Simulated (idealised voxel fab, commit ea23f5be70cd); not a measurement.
Process module, titled voxel capacitor over wiring
Cross-section cut spans 200 nm and uses square cells 5 nm in size.
Think of the cross-section as a grid of square cells. We describe it in bands, top to bottom, and each band covers one or more rows of those cells.
In this notation a band is specified by the heights of its top and bottom, in that order and in nm, after which its materials appear from left to right, each paired with its width in nm. The word "throughout" attached to a single material means that material fills the band from edge to edge; the word "blank" stands for empty space.
All heights in this document are referenced to 0, defined as the level beneath which the wafer, as received, consists entirely of one material. The lowest band is not bounded below; it extends indefinitely downward and is written in the form "z 0 and below".
Quick explanation for "30..40": the width changes in equal steps down the rows of cells, from the first number in the band's top row to the second number in its bottom row.
Given "left unchanged" for a step, no cell of the cross-section differs between before and after that step.
"Fully enclosed voids": sealed empty spaces, 8 cells or more, no open way to top, listed width x height at distance, with distance from the left edge and width, height and distance in nm.
Note: text after step settings on the step line = simulator remark on that step.
"overlay nm" answers the question of how far to the right of plan the mask lay on a step that has a mask, and when it is negative the answer is to the left.
Quick note on how to read the rest: it's all pairs. You get the cross-section before a process step and the one after, but the after one only goes down as far as the lowest band that changed. The step in between, with its settings, sits under the pair. Heads up, the pairs can come from different runs of this module on the same starting wafer, so don't assume a pair picks up from the one above unless its "Before this step" entry says it does.

# Before this step
- z 0 and below = Si throughout
- Fully enclosed voids: none

# Post-Step Appearance
- z 15 to 0 = SiO2 throughout
- Below 0, the layers are the same as they were.
- Fully enclosed voids: none
the step between: CONFORMAL_DEP,material SiO2,thk nm 15

Before this step: look at the pair above, its after cross-section is where this step starts.

# Post-Step Appearance
- z 20 to 15 = SiCN throughout
- Below 15, the layers are the same as they were.
- Fully enclosed voids: none
the step between: CONFORMAL_DEP,material SiCN,thk nm 5

Before this step: look at the pair above, its after cross-section is where this step starts.

# Post-Step Appearance
- z 40 to 20 = lowk throughout
- Below 20, the layers are the same as they were.
- Fully enclosed voids: none
the step between: DIRECTIONAL_DEP,material lowk,thk nm 20

Before this step: look at the pair above, its after cross-section is where this step starts.

# Post-Step Appearance
- z 60 to 40 = resist 55 nm  blank 20 nm  resist 50 nm  blank 20 nm  resist 55 nm
- Below 40, the layers are the same as they were.
- Fully enclosed voids: none
the step between: PATTERN,tone open,mask id METAL_1,material resist,width nm 20,pitch nm 70,thk nm 20,overlay nm 0

Before this step: look at the pair above, its after cross-section is where this step starts.

# Post-Step Appearance
- z 60 to 40 = resist 55 nm  blank 20 nm  resist 50 nm  blank 20 nm  resist 55 nm
- z 40 to 20 = lowk 55 nm  blank 20 nm  lowk 50 nm  blank 20 nm  lowk 55 nm
- Below 20, the layers are the same as they were.
- Fully enclosed voids: none
the step between: DIRECTIONAL_ETCH,etch materials lowk,depth nm 20

Before this step: look at the pair above, its after cross-section is where this step starts.

# Post-Step Appearance
- z 60 to 40 = resist 55 nm  blank 20 nm  resist 50 nm  blank 20 nm  resist 55 nm
- z 40 to 20 = lowk 55 nm  blank 20 nm  lowk 50 nm  blank 20 nm  lowk 55 nm
- z 20 to 15 = SiCN 55 nm  blank 20 nm  SiCN 50 nm  blank 20 nm  SiCN 55 nm
- Below 15, the layers are the same as they were.
- Fully enclosed voids: none
the step between: DIRECTIONAL_ETCH,etch materials SiCN,depth nm 5

Before this step: look at the pair above, its after cross-section is where this step starts.

# Post-Step Appearance
- z 40 to 20 = lowk 55 nm  blank 20 nm  lowk 50 nm  blank 20 nm  lowk 55 nm
- Below 20, the layers are the same as they were.
- Fully enclosed voids: none
the step between: STRIP,etch materials resist

Before this step: look at the pair above, its after cross-section is where this step starts.

# Post-Step Appearance
- z 45 to 40 = TiN 60 nm  blank 10 nm  TiN 60 nm  blank 10 nm  TiN 60 nm
- z 40 to 20 = lowk 55 nm  TiN 5 nm  blank 10 nm  TiN 5 nm  lowk 50 nm  TiN 5 nm  blank 10 nm  TiN 5 nm  lowk 55 nm
- z 20 to 15 = SiCN 55 nm  TiN 20 nm  SiCN 50 nm  TiN 20 nm  SiCN 55 nm
- Below 15, the layers are the same as they were.
- Fully enclosed voids: none
the step between: CONFORMAL_DEP,material TiN,thk nm 5

Before this step: look at the pair above, its after cross-section is where this step starts.

# Post-Step Appearance
- z 55 to 45 = Cu throughout
- z 45 to 40 = TiN 60 nm  Cu 10 nm  TiN 60 nm  Cu 10 nm  TiN 60 nm
- z 40 to 20 = lowk 55 nm  TiN 5 nm  Cu 10 nm  TiN 5 nm  lowk 50 nm  TiN 5 nm  Cu 10 nm  TiN 5 nm  lowk 55 nm
- Below 20, the layers are the same as they were.
- Fully enclosed voids: none
the step between: FILL_DEP,material Cu,thk nm 10

Before this step: look at the pair above, its after cross-section is where this step starts.

# Post-Step Appearance
- z 40 to 20 = lowk 55 nm  TiN 5 nm  Cu 10 nm  TiN 5 nm  lowk 50 nm  TiN 5 nm  Cu 10 nm  TiN 5 nm  lowk 55 nm
- Below 20, the layers are the same as they were.
- Fully enclosed voids: none
the step between: CMP,height nm 40

Before this step: look at the pair above, its after cross-section is where this step starts.

# Post-Step Appearance
- z 45 to 40 = SiCN throughout
- Below 40, the layers are the same as they were.
- Fully enclosed voids: none
the step between: CONFORMAL_DEP,material SiCN,thk nm 5

Before this step: look at the pair above, its after cross-section is where this step starts.

# Post-Step Appearance
- z 55 to 45 = lowk throughout
- Below 45, the layers are the same as they were.
- Fully enclosed voids: none
the step between: DIRECTIONAL_DEP,material lowk,thk nm 10

Before this step: look at the pair above, its after cross-section is where this step starts.

# Post-Step Appearance
- z 70 to 55 = resist 60 nm  blank 15 nm  resist 125 nm
- Below 55, the layers are the same as they were.
- Fully enclosed voids: none
the step between: PATTERN,tone open,mask id PLUG_1,material resist,width nm 15,thk nm 15,overlay nm 0

Before this step: look at the pair above, its after cross-section is where this step starts.

# Post-Step Appearance
- z 70 to 55 = resist 60 nm  blank 15 nm  resist 125 nm
- z 55 to 45 = lowk 60 nm  blank 15 nm  lowk 125 nm
- Below 45, the layers are the same as they were.
- Fully enclosed voids: none
the step between: DIRECTIONAL_ETCH,etch materials lowk,depth nm 10

Before this step: look at the pair above, its after cross-section is where this step starts.

# Post-Step Appearance
- z 70 to 55 = resist 60 nm  blank 15 nm  resist 125 nm
- z 55 to 45 = lowk 60 nm  blank 15 nm  lowk 125 nm
- z 45 to 40 = SiCN 60 nm  blank 15 nm  SiCN 125 nm
- Below 40, the layers are the same as they were.
- Fully enclosed voids: none
the step between: DIRECTIONAL_ETCH,etch materials SiCN,depth nm 5

Before this step: look at the pair above, its after cross-section is where this step starts.

# Post-Step Appearance
- z 55 to 45 = lowk 60 nm  blank 15 nm  lowk 125 nm
- Below 45, the layers are the same as they were.
- Fully enclosed voids: none
the step between: STRIP,etch materials resist

Before this step: look at the pair above, its after cross-section is where this step starts.

# Post-Step Appearance
- z 55 to 50 = lowk 60 nm  blank 15 nm  lowk 125 nm
- z 50 to 45 = lowk 60 nm  Ru 15 nm  lowk 125 nm
- z 45 to 40 = SiCN 60 nm  Ru 15 nm  SiCN 125 nm
- Below 40, the layers are the same as they were.
- Fully enclosed voids: none
the step between: EPI,material Ru,thk nm 10

Before this step: look at the pair above, its after cross-section is where this step starts.

# Post-Step Appearance
- z 55 to 45 = lowk 60 nm  Ru 15 nm  lowk 125 nm
- Below 45, the layers are the same as they were.
- Fully enclosed voids: none
the step between: EPI,material Ru,thk nm 5

Before this step: look at the pair above, its after cross-section is where this step starts.

# Post-Step Appearance
- z 60 to 55 = TiN throughout
- Below 55, the layers are the same as they were.
- Fully enclosed voids: none
the step between: DIRECTIONAL_DEP,material TiN,thk nm 5

Before this step: look at the pair above, its after cross-section is where this step starts.

# Post-Step Appearance
- z 65 to 60 = SiN throughout
- Below 60, the layers are the same as they were.
- Fully enclosed voids: none
the step between: DIRECTIONAL_DEP,material SiN,thk nm 5

Before this step: look at the pair above, its after cross-section is where this step starts.

# Post-Step Appearance
- z 70 to 65 = TiN throughout
- Below 65, the layers are the same as they were.
- Fully enclosed voids: none
the step between: DIRECTIONAL_DEP,material TiN,thk nm 5

Before this step: look at the pair above, its after cross-section is where this step starts.

# Post-Step Appearance
- z 80 to 70 = aC throughout
- Below 70, the layers are the same as they were.
- Fully enclosed voids: none
the step between: DIRECTIONAL_DEP,material aC,thk nm 10

Before this step: look at the pair above, its after cross-section is where this step starts.

# Post-Step Appearance
- z 110 to 80 = blank 60 nm  resist 55 nm  blank 85 nm
- Below 80, the layers are the same as they were.
- Fully enclosed voids: none
the step between: PATTERN,tone cover,mask id UPPER_PLATE,material resist,width nm 55,thk nm 30,overlay nm 0

Before this step: look at the pair above, its after cross-section is where this step starts.

# Post-Step Appearance
- z 100 to 80 = blank 60 nm  resist 55 nm  blank 85 nm
- z 80 to 70 = blank 60 nm  aC 55 nm  blank 85 nm
- Below 70, the layers are the same as they were.
- Fully enclosed voids: none
the step between: DIRECTIONAL_ETCH,etch materials aC,depth nm 10

Before this step: look at the pair above, its after cross-section is where this step starts.

# Post-Step Appearance
- z 80 to 70 = blank 60 nm  aC 55 nm  blank 85 nm
- Below 70, the layers are the same as they were.
- Fully enclosed voids: none
the step between: STRIP,etch materials resist

Before this step: look at the pair above, its after cross-section is where this step starts.

# Post-Step Appearance
- z 80 to 70 = blank 60 nm  aC 55 nm  blank 85 nm
- z 70 to 65 = blank 60 nm  TiN 55 nm  blank 85 nm
- Below 65, the layers are the same as they were.
- Fully enclosed voids: none
the step between: DIRECTIONAL_ETCH,etch materials TiN,depth nm 5

Before this step: look at the pair above, its after cross-section is where this step starts.

# Post-Step Appearance
- z 80 to 70 = blank 60 nm  aC 55 nm  blank 85 nm
- z 70 to 65 = blank 60 nm  TiN 55 nm  blank 85 nm
- z 65 to 60 = blank 60 nm  SiN 55 nm  blank 85 nm
- Below 60, the layers are the same as they were.
- Fully enclosed voids: none
the step between: DIRECTIONAL_ETCH,etch materials SiN,depth nm 5

Before this step: look at the pair above, its after cross-section is where this step starts.

# Post-Step Appearance
- z 70 to 65 = blank 60 nm  TiN 55 nm  blank 85 nm
- Below 65, the layers are the same as they were.
- Fully enclosed voids: none
the step between: STRIP,etch materials aC

Before this step: look at the pair above, its after cross-section is where this step starts.

# Post-Step Appearance
- z 70 to 65 = blank 60 nm  TiN 55 nm  blank 85 nm
- z 65 to 60 = blank 60 nm  SiN 55 nm  blank 85 nm
- z 60 to 55 = blank 55 nm  TiN 65 nm  blank 80 nm
- Below 55, the layers are the same as they were.
- Fully enclosed voids: none
the step between: MASKED_ETCH,tone cover,mask id LOWER_PLATE,width nm 65,etch materials TiN,depth nm 5,overlay nm 0

Before this step: look at the pair above, its after cross-section is where this step starts.

# Post-Step Appearance
- z 85 to 70 = SiO2 throughout
- z 70 to 65 = SiO2 60 nm  TiN 55 nm  SiO2 85 nm
- z 65 to 60 = SiO2 60 nm  SiN 55 nm  SiO2 85 nm
- z 60 to 55 = SiO2 55 nm  TiN 65 nm  SiO2 80 nm
- Below 55, the layers are the same as they were.
- Fully enclosed voids: none
the step between: FILL_DEP,material SiO2,thk nm 15

Before this step: look at the pair above, its after cross-section is where this step starts.

# Post-Step Appearance
- z 80 to 70 = SiO2 throughout
- Below 70, the layers are the same as they were.
- Fully enclosed voids: none
the step between: CMP,height nm 80

Before this step: look at the pair above, its after cross-section is where this step starts.

# Post-Step Appearance
- z 100 to 80 = resist 70 nm  blank 15 nm  resist 115 nm
- Below 80, the layers are the same as they were.
- Fully enclosed voids: none
the step between: PATTERN,tone open,mask id PLUG_2,material resist,width nm 15,thk nm 20,overlay nm 0

Before this step: look at the pair above, its after cross-section is where this step starts.

# Post-Step Appearance
- z 100 to 80 = resist 70 nm  blank 15 nm  resist 115 nm
- z 80 to 70 = SiO2 70 nm  blank 15 nm  SiO2 115 nm
- Below 70, the layers are the same as they were.
- Fully enclosed voids: none
the step between: DIRECTIONAL_ETCH,etch materials SiO2,depth nm 10

Before this step: look at the pair above, its after cross-section is where this step starts.

# Post-Step Appearance
- z 80 to 70 = SiO2 70 nm  blank 15 nm  SiO2 115 nm
- Below 70, the layers are the same as they were.
- Fully enclosed voids: none
the step between: STRIP,etch materials resist

Before this step: look at the pair above, its after cross-section is where this step starts.

# Post-Step Appearance
- z 85 to 80 = TiN 75 nm  blank 5 nm  TiN 120 nm
- z 80 to 75 = SiO2 70 nm  TiN 5 nm  blank 5 nm  TiN 5 nm  SiO2 115 nm
- z 75 to 65 = SiO2 70..60 nm  TiN 15..55 nm  SiO2 115..85 nm
- Below 65, the layers are the same as they were.
- Fully enclosed voids: none
the step between: CONFORMAL_DEP,material TiN,thk nm 5

Before this step: look at the pair above, its after cross-section is where this step starts.

# Post-Step Appearance
- z 95 to 85 = Cu throughout
- z 85 to 80 = TiN 75 nm  Cu 5 nm  TiN 120 nm
- z 80 to 75 = SiO2 70 nm  TiN 5 nm  Cu 5 nm  TiN 5 nm  SiO2 115 nm
- Below 75, the layers are the same as they were.
- Fully enclosed voids: none
the step between: FILL_DEP,material Cu,thk nm 10

Before this step: look at the pair above, its after cross-section is where this step starts.

# Post-Step Appearance
- z 80 to 75 = SiO2 70 nm  TiN 5 nm  Cu 5 nm  TiN 5 nm  SiO2 115 nm
- Below 75, the layers are the same as they were.
- Fully enclosed voids: none
the step between: CMP,height nm 80

Before this step: look at the pair above, its after cross-section is where this step starts.

# Post-Step Appearance
- z 85 to 80 = SiN throughout
- Below 80, the layers are the same as they were.
- Fully enclosed voids: none
the step between: CONFORMAL_DEP,material SiN,thk nm 5

# Before this step
- z 15 to 0 = SiO2 throughout
- z 0 and below = Si throughout
- Fully enclosed voids: none

# Post-Step Appearance
- z 35 to 15 = lowk throughout
- Below 15, the layers are the same as they were.
- Fully enclosed voids: none
the step between: DIRECTIONAL_DEP,material lowk,thk nm 20

Before this step: look at the pair above, its after cross-section is where this step starts.

# Post-Step Appearance
- z 55 to 35 = resist 55 nm  blank 20 nm  resist 50 nm  blank 20 nm  resist 55 nm
- Below 35, the layers are the same as they were.
- Fully enclosed voids: none
the step between: PATTERN,tone open,mask id METAL_1,material resist,width nm 20,pitch nm 70,thk nm 20,overlay nm 0

Before this step: look at the pair above, its after cross-section is where this step starts.

# Post-Step Appearance
- z 55 to 35 = resist 55 nm  blank 20 nm  resist 50 nm  blank 20 nm  resist 55 nm
- z 35 to 15 = lowk 55 nm  blank 20 nm  lowk 50 nm  blank 20 nm  lowk 55 nm
- Below 15, the layers are the same as they were.
- Fully enclosed voids: none
the step between: DIRECTIONAL_ETCH,etch materials lowk,depth nm 20

Before this step: look at the pair above, its after cross-section is where this step starts.

# Post-Step Appearance
- z 35 to 15 = lowk 55 nm  blank 20 nm  lowk 50 nm  blank 20 nm  lowk 55 nm
- Below 15, the layers are the same as they were.
- Fully enclosed voids: none
the step between: STRIP,etch materials resist

Before this step: look at the pair above, its after cross-section is where this step starts.

# Post-Step Appearance
- z 40 to 35 = TiN 60 nm  blank 10 nm  TiN 60 nm  blank 10 nm  TiN 60 nm
- z 35 to 20 = lowk 55 nm  TiN 5 nm  blank 10 nm  TiN 5 nm  lowk 50 nm  TiN 5 nm  blank 10 nm  TiN 5 nm  lowk 55 nm
- z 20 to 15 = lowk 55 nm  TiN 20 nm  lowk 50 nm  TiN 20 nm  lowk 55 nm
- Below 15, the layers are the same as they were.
- Fully enclosed voids: none
the step between: CONFORMAL_DEP,material TiN,thk nm 5

Before this step: look at the pair above, its after cross-section is where this step starts.

# Post-Step Appearance
- z 50 to 40 = Cu throughout
- z 40 to 35 = TiN 60 nm  Cu 10 nm  TiN 60 nm  Cu 10 nm  TiN 60 nm
- z 35 to 20 = lowk 55 nm  TiN 5 nm  Cu 10 nm  TiN 5 nm  lowk 50 nm  TiN 5 nm  Cu 10 nm  TiN 5 nm  lowk 55 nm
- Below 20, the layers are the same as they were.
- Fully enclosed voids: none
the step between: FILL_DEP,material Cu,thk nm 10

Before this step: look at the pair above, its after cross-section is where this step starts.

# Post-Step Appearance
- z 40 to 35 = TiN 60 nm  Cu 10 nm  TiN 60 nm  Cu 10 nm  TiN 60 nm
- Below 35, the layers are the same as they were.
- Fully enclosed voids: none
the step between: CMP,height nm 40

Before this step: look at the pair above, its after cross-section is where this step starts.

# Post-Step Appearance
- z 45 to 40 = SiCN throughout
- Below 40, the layers are the same as they were.
- Fully enclosed voids: none
the step between: CONFORMAL_DEP,material SiCN,thk nm 5

Before this step: look at the pair above, its after cross-section is where this step starts.

# Post-Step Appearance
- z 55 to 45 = lowk throughout
- Below 45, the layers are the same as they were.
- Fully enclosed voids: none
the step between: DIRECTIONAL_DEP,material lowk,thk nm 10

Before this step: look at the pair above, its after cross-section is where this step starts.

# Post-Step Appearance
- z 70 to 55 = resist 60 nm  blank 15 nm  resist 125 nm
- Below 55, the layers are the same as they were.
- Fully enclosed voids: none
the step between: PATTERN,tone open,mask id PLUG_1,material resist,width nm 15,thk nm 15,overlay nm 0

Before this step: look at the pair above, its after cross-section is where this step starts.

# Post-Step Appearance
- z 70 to 55 = resist 60 nm  blank 15 nm  resist 125 nm
- z 55 to 45 = lowk 60 nm  blank 15 nm  lowk 125 nm
- Below 45, the layers are the same as they were.
- Fully enclosed voids: none
the step between: DIRECTIONAL_ETCH,etch materials lowk,depth nm 10

Before this step: look at the pair above, its after cross-section is where this step starts.

# Post-Step Appearance
- z 70 to 55 = resist 60 nm  blank 15 nm  resist 125 nm
- z 55 to 45 = lowk 60 nm  blank 15 nm  lowk 125 nm
- z 45 to 40 = SiCN 60 nm  blank 15 nm  SiCN 125 nm
- Below 40, the layers are the same as they were.
- Fully enclosed voids: none
the step between: DIRECTIONAL_ETCH,etch materials SiCN,depth nm 5

Before this step: look at the pair above, its after cross-section is where this step starts.

# Post-Step Appearance
- z 55 to 45 = lowk 60 nm  blank 15 nm  lowk 125 nm
- Below 45, the layers are the same as they were.
- Fully enclosed voids: none
the step between: STRIP,etch materials resist

Before this step: look at the pair above, its after cross-section is where this step starts.

# Post-Step Appearance
- z 55 to 50 = lowk 60 nm  blank 15 nm  lowk 125 nm
- z 50 to 45 = lowk 60 nm  Ru 15 nm  lowk 125 nm
- z 45 to 40 = SiCN 60 nm  Ru 15 nm  SiCN 125 nm
- Below 40, the layers are the same as they were.
- Fully enclosed voids: none
the step between: EPI,material Ru,thk nm 10

Before this step: look at the pair above, its after cross-section is where this step starts.

# Post-Step Appearance
- z 55 to 45 = lowk 60 nm  Ru 15 nm  lowk 125 nm
- Below 45, the layers are the same as they were.
- Fully enclosed voids: none
the step between: EPI,material Ru,thk nm 5

Before this step: look at the pair above, its after cross-section is where this step starts.

# Post-Step Appearance
- z 60 to 55 = TiN throughout
- Below 55, the layers are the same as they were.
- Fully enclosed voids: none
the step between: DIRECTIONAL_DEP,material TiN,thk nm 5

Before this step: look at the pair above, its after cross-section is where this step starts.

# Post-Step Appearance
- z 65 to 60 = SiN throughout
- Below 60, the layers are the same as they were.
- Fully enclosed voids: none
the step between: DIRECTIONAL_DEP,material SiN,thk nm 5

Before this step: look at the pair above, its after cross-section is where this step starts.

# Post-Step Appearance
- z 70 to 65 = TiN throughout
- Below 65, the layers are the same as they were.
- Fully enclosed voids: none
the step between: DIRECTIONAL_DEP,material TiN,thk nm 5

Before this step: look at the pair above, its after cross-section is where this step starts.

# Post-Step Appearance
- z 80 to 70 = aC throughout
- Below 70, the layers are the same as they were.
- Fully enclosed voids: none
the step between: DIRECTIONAL_DEP,material aC,thk nm 10

Before this step: look at the pair above, its after cross-section is where this step starts.

# Post-Step Appearance
- z 110 to 80 = blank 60 nm  resist 55 nm  blank 85 nm
- Below 80, the layers are the same as they were.
- Fully enclosed voids: none
the step between: PATTERN,tone cover,mask id UPPER_PLATE,material resist,width nm 55,thk nm 30,overlay nm 0

Before this step: look at the pair above, its after cross-section is where this step starts.

# Post-Step Appearance
- z 100 to 80 = blank 60 nm  resist 55 nm  blank 85 nm
- z 80 to 70 = blank 60 nm  aC 55 nm  blank 85 nm
- Below 70, the layers are the same as they were.
- Fully enclosed voids: none
the step between: DIRECTIONAL_ETCH,etch materials aC,depth nm 10

Before this step: look at the pair above, its after cross-section is where this step starts.

# Post-Step Appearance
- z 80 to 70 = blank 60 nm  aC 55 nm  blank 85 nm
- Below 70, the layers are the same as they were.
- Fully enclosed voids: none
the step between: STRIP,etch materials resist

Before this step: look at the pair above, its after cross-section is where this step starts.

# Post-Step Appearance
- z 80 to 70 = blank 60 nm  aC 55 nm  blank 85 nm
- z 70 to 65 = blank 60 nm  TiN 55 nm  blank 85 nm
- Below 65, the layers are the same as they were.
- Fully enclosed voids: none
the step between: DIRECTIONAL_ETCH,etch materials TiN,depth nm 5

Before this step: look at the pair above, its after cross-section is where this step starts.

# Post-Step Appearance
- z 80 to 70 = blank 60 nm  aC 55 nm  blank 85 nm
- z 70 to 65 = blank 60 nm  TiN 55 nm  blank 85 nm
- z 65 to 60 = blank 60 nm  SiN 55 nm  blank 85 nm
- Below 60, the layers are the same as they were.
- Fully enclosed voids: none
the step between: DIRECTIONAL_ETCH,etch materials SiN,depth nm 5

Before this step: look at the pair above, its after cross-section is where this step starts.

# Post-Step Appearance
- z 70 to 65 = blank 60 nm  TiN 55 nm  blank 85 nm
- Below 65, the layers are the same as they were.
- Fully enclosed voids: none
the step between: STRIP,etch materials aC

Before this step: look at the pair above, its after cross-section is where this step starts.

# Post-Step Appearance
- z 70 to 65 = blank 60 nm  TiN 55 nm  blank 85 nm
- z 65 to 60 = blank 60 nm  SiN 55 nm  blank 85 nm
- z 60 to 55 = blank 55 nm  TiN 65 nm  blank 80 nm
- Below 55, the layers are the same as they were.
- Fully enclosed voids: none
the step between: MASKED_ETCH,tone cover,mask id LOWER_PLATE,width nm 65,etch materials TiN,depth nm 5,overlay nm 0

Before this step: look at the pair above, its after cross-section is where this step starts.

# Post-Step Appearance
- z 85 to 70 = SiO2 throughout
- z 70 to 65 = SiO2 60 nm  TiN 55 nm  SiO2 85 nm
- z 65 to 60 = SiO2 60 nm  SiN 55 nm  SiO2 85 nm
- z 60 to 55 = SiO2 55 nm  TiN 65 nm  SiO2 80 nm
- Below 55, the layers are the same as they were.
- Fully enclosed voids: none
the step between: FILL_DEP,material SiO2,thk nm 15

Before this step: look at the pair above, its after cross-section is where this step starts.

# Post-Step Appearance
- z 80 to 70 = SiO2 throughout
- Below 70, the layers are the same as they were.
- Fully enclosed voids: none
the step between: CMP,height nm 80

Before this step: look at the pair above, its after cross-section is where this step starts.

# Post-Step Appearance
- z 100 to 80 = resist 70 nm  blank 15 nm  resist 115 nm
- Below 80, the layers are the same as they were.
- Fully enclosed voids: none
the step between: PATTERN,tone open,mask id PLUG_2,material resist,width nm 15,thk nm 20,overlay nm 0

Before this step: look at the pair above, its after cross-section is where this step starts.

# Post-Step Appearance
- z 100 to 80 = resist 70 nm  blank 15 nm  resist 115 nm
- z 80 to 70 = SiO2 70 nm  blank 15 nm  SiO2 115 nm
- Below 70, the layers are the same as they were.
- Fully enclosed voids: none
the step between: DIRECTIONAL_ETCH,etch materials SiO2,depth nm 10

Before this step: look at the pair above, its after cross-section is where this step starts.

# Post-Step Appearance
- z 80 to 70 = SiO2 70 nm  blank 15 nm  SiO2 115 nm
- Below 70, the layers are the same as they were.
- Fully enclosed voids: none
the step between: STRIP,etch materials resist

Before this step: look at the pair above, its after cross-section is where this step starts.

# Post-Step Appearance
- z 85 to 80 = TiN 75 nm  blank 5 nm  TiN 120 nm
- z 80 to 75 = SiO2 70 nm  TiN 5 nm  blank 5 nm  TiN 5 nm  SiO2 115 nm
- z 75 to 65 = SiO2 70..60 nm  TiN 15..55 nm  SiO2 115..85 nm
- Below 65, the layers are the same as they were.
- Fully enclosed voids: none
the step between: CONFORMAL_DEP,material TiN,thk nm 5

Before this step: look at the pair above, its after cross-section is where this step starts.

# Post-Step Appearance
- z 95 to 85 = Cu throughout
- z 85 to 80 = TiN 75 nm  Cu 5 nm  TiN 120 nm
- z 80 to 75 = SiO2 70 nm  TiN 5 nm  Cu 5 nm  TiN 5 nm  SiO2 115 nm
- Below 75, the layers are the same as they were.
- Fully enclosed voids: none
the step between: FILL_DEP,material Cu,thk nm 10

Before this step: look at the pair above, its after cross-section is where this step starts.

# Post-Step Appearance
- z 80 to 75 = SiO2 70 nm  TiN 5 nm  Cu 5 nm  TiN 5 nm  SiO2 115 nm
- Below 75, the layers are the same as they were.
- Fully enclosed voids: none
the step between: CMP,height nm 80

Before this step: look at the pair above, its after cross-section is where this step starts.

# Post-Step Appearance
- z 85 to 80 = SiN throughout
- Below 80, the layers are the same as they were.
- Fully enclosed voids: none
the step between: CONFORMAL_DEP,material SiN,thk nm 5

# Before this step
- z 55 to 50 = lowk 60 nm  blank 15 nm  lowk 125 nm
- z 50 to 45 = lowk 60 nm  Ru 15 nm  lowk 125 nm
- z 45 to 40 = SiCN 60 nm  Ru 15 nm  SiCN 125 nm
- z 40 to 20 = lowk 55 nm  TiN 5 nm  Cu 10 nm  TiN 5 nm  lowk 50 nm  TiN 5 nm  Cu 10 nm  TiN 5 nm  lowk 55 nm
- z 20 to 15 = SiCN 55 nm  TiN 20 nm  SiCN 50 nm  TiN 20 nm  SiCN 55 nm
- z 15 to 0 = SiO2 throughout
- z 0 and below = Si throughout
- Fully enclosed voids: none

# Post-Step Appearance
- z 60 to 55 = blank 55 nm  Ru 25 nm  blank 120 nm
- z 55 to 45 = lowk 60 nm  Ru 15 nm  lowk 125 nm
- Below 45, the layers are the same as they were.
- Fully enclosed voids: none
the step between: EPI,material Ru,thk nm 10

Before this step: look at the pair above, its after cross-section is where this step starts.

# Post-Step Appearance
- z 65 to 55 = blank 50 nm  Ru 35 nm  blank 115 nm
- Below 55, the layers are the same as they were.
- Fully enclosed voids: none
the step between: EPI,material Ru,thk nm 5

Before this step: look at the pair above, its after cross-section is where this step starts.

# Post-Step Appearance
- z 70 to 65 = blank 50 nm  TiN 35 nm  blank 115 nm
- z 65 to 60 = blank 50 nm  Ru 35 nm  blank 115 nm
- z 60 to 55 = TiN 50 nm  Ru 35 nm  TiN 115 nm
- Below 55, the layers are the same as they were.
- Fully enclosed voids: none
the step between: DIRECTIONAL_DEP,material TiN,thk nm 5

Before this step: look at the pair above, its after cross-section is where this step starts.

# Post-Step Appearance
- z 75 to 70 = blank 50 nm  SiN 35 nm  blank 115 nm
- z 70 to 65 = blank 50 nm  TiN 35 nm  blank 115 nm
- z 65 to 60 = SiN 50 nm  Ru 35 nm  SiN 115 nm
- Below 60, the layers are the same as they were.
- Fully enclosed voids: none
the step between: DIRECTIONAL_DEP,material SiN,thk nm 5

Before this step: look at the pair above, its after cross-section is where this step starts.

# Post-Step Appearance
- z 80 to 75 = blank 50 nm  TiN 35 nm  blank 115 nm
- z 75 to 70 = blank 50 nm  SiN 35 nm  blank 115 nm
- z 70 to 65 = TiN throughout
- Below 65, the layers are the same as they were.
- Fully enclosed voids: none
the step between: DIRECTIONAL_DEP,material TiN,thk nm 5

Before this step: look at the pair above, its after cross-section is where this step starts.

# Post-Step Appearance
- z 90 to 80 = blank 50 nm  aC 35 nm  blank 115 nm
- z 80 to 75 = aC 50 nm  TiN 35 nm  aC 115 nm
- z 75 to 70 = aC 50 nm  SiN 35 nm  aC 115 nm
- Below 70, the layers are the same as they were.
- Fully enclosed voids: none
the step between: DIRECTIONAL_DEP,material aC,thk nm 10

Before this step: look at the pair above, its after cross-section is where this step starts.

# Post-Step Appearance
- z 120 to 90 = blank 60 nm  resist 55 nm  blank 85 nm
- z 90 to 80 = blank 50 nm  aC 35 nm  resist 30 nm  blank 85 nm
- Below 80, the layers are the same as they were.
- Fully enclosed voids: none
the step between: PATTERN,tone cover,mask id UPPER_PLATE,material resist,width nm 55,thk nm 30,overlay nm 0

Before this step: look at the pair above, its after cross-section is where this step starts.

# Post-Step Appearance
- z 110 to 90 = blank 60 nm  resist 55 nm  blank 85 nm
- z 90 to 80 = blank 60 nm  aC 25 nm  resist 30 nm  blank 85 nm
- z 80 to 75 = blank 50 nm  TiN 35 nm  aC 30 nm  blank 85 nm
- z 75 to 70 = blank 50 nm  SiN 35 nm  aC 30 nm  blank 85 nm
- Below 70, the layers are the same as they were.
- Fully enclosed voids: none
the step between: DIRECTIONAL_ETCH,etch materials aC,depth nm 10

Before this step: look at the pair above, its after cross-section is where this step starts.

# Post-Step Appearance
- z 90 to 80 = blank 60 nm  aC 25 nm  blank 115 nm
- Below 80, the layers are the same as they were.
- Fully enclosed voids: none
the step between: STRIP,etch materials resist

Before this step: look at the pair above, its after cross-section is where this step starts.

# Post-Step Appearance
- z 90 to 80 = blank 60 nm  aC 25 nm  blank 115 nm
- z 80 to 75 = blank 60 nm  TiN 25 nm  aC 30 nm  blank 85 nm
- z 75 to 70 = blank 50 nm  SiN 35 nm  aC 30 nm  blank 85 nm
- z 70 to 65 = blank 50 nm  TiN 65 nm  blank 85 nm
- Below 65, the layers are the same as they were.
- Fully enclosed voids: none
the step between: DIRECTIONAL_ETCH,etch materials TiN,depth nm 5

Before this step: look at the pair above, its after cross-section is where this step starts.

# Post-Step Appearance
- z 90 to 80 = blank 60 nm  aC 25 nm  blank 115 nm
- z 80 to 75 = blank 60 nm  TiN 25 nm  aC 30 nm  blank 85 nm
- z 75 to 70 = blank 60 nm  SiN 25 nm  aC 30 nm  blank 85 nm
- z 70 to 65 = blank 50 nm  TiN 65 nm  blank 85 nm
- z 65 to 60 = blank 50 nm  Ru 35 nm  SiN 30 nm  blank 85 nm
- Below 60, the layers are the same as they were.
- Fully enclosed voids: none
the step between: DIRECTIONAL_ETCH,etch materials SiN,depth nm 5

Before this step: look at the pair above, its after cross-section is where this step starts.

# Post-Step Appearance
- z 80 to 75 = blank 60 nm  TiN 25 nm  blank 115 nm
- z 75 to 70 = blank 60 nm  SiN 25 nm  blank 115 nm
- Below 70, the layers are the same as they were.
- Fully enclosed voids: none
the step between: STRIP,etch materials aC
